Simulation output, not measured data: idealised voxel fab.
You're looking at the process module voxel local oxidation.
Each square cell in cross-section cut measures 5 nm, and the section as a whole is 295 nm wide.
Each cross-section below is a grid of square cells, stated as bands in top-down order, with one or more rows of cells making up each band.
Read a band's entry like this: the first values are the height of its top and the height of its bottom in nm, and what follows is the sequence of materials from left to right, each with its width in nm. Note that "air" is empty space, and that a single material marked "all across" reaches across the band from edge to edge.
The reference from which all heights are counted is 0, the level beneath which the as-received wafer is entirely one material; the lowest band, having no lower bound, proceeds downward and is written after the example "0..down".
The expression "30..40" gives the width at the extremes of the band, the first number at its top row of cells and the second at its bottom row, with the width changing by equal amounts from each row to the next in between.
It should be understood that the words "nothing got changed", when stated for a given step, signify that the cross-section underwent no change in any of its cells during that step.
Under "Sealed internal voids" you'll find the enclosed gaps, the ones with no way out to the top, that are 8 cells or bigger; each reads width x height at distance, with distance counted from the left edge, everything in nm.
Where a step's line continues beyond its settings, the continuation is a remark by the simulator itself on that step.
A step's line can hold "overlay nm"; with a mask on that step, the setting says how far right of the planned place the mask lay, while a negative setting says it lay to the left.
Process steps (planned)
1) op RECEIVE | material Si
2) op CONFORMAL_DEP | material SiO2 | thk nm 5
3) op CONFORMAL_DEP | material SiN | thk nm 10
4) op DIRECTIONAL_DEP | material aC | thk nm 15
5) op PATTERN | tone cover | mask id ACTIVE | material resist | width nm 100 | pitch nm 130 | thk nm 35 | overlay nm 0
6) op DIRECTIONAL_ETCH | etch materials aC | depth nm 15
7) op STRIP | etch materials resist
8) op DIRECTIONAL_ETCH | etch materials SiN | depth nm 10
9) op STRIP | etch materials aC
10) op SELECTIVE_ETCH | etch materials SiO2 | depth nm 5
11) op OXIDIZE | depth nm 10
12) op STRIP | etch materials SiN
So this is the incoming wafer in cross-section - it's already been through step 1
    0..down: Si all across
    Sealed internal voids: none
Cross-section taken at module completion on the first of two wafers; processed per the plan
    5..0: 35 nm air; 90 nm SiO2; 40 nm air; 90 nm SiO2; 40 nm air
    0..-10: 45 nm SiO2; 70 nm Si; 60 nm SiO2; 70 nm Si; 50 nm SiO2
    -10..down: Si all across
    Sealed internal voids: none
The second wafer, shown in cross-section after the module: started the same way as the first and given the same plan, yet one mistake crept into how it was run
    0..-10: 45 nm air; 70 nm Si; 60 nm air; 70 nm Si; 50 nm air
    -10..down: Si all across
    Sealed internal voids: none
What was done differently from what was planned? step 12 did not use the planned setting and instead ran as op STRIP | etch materials SiO2
Bottom line after processing is that, in cells, the second wafer is up or down on some materials versus the first: SiO2: 98 fewer
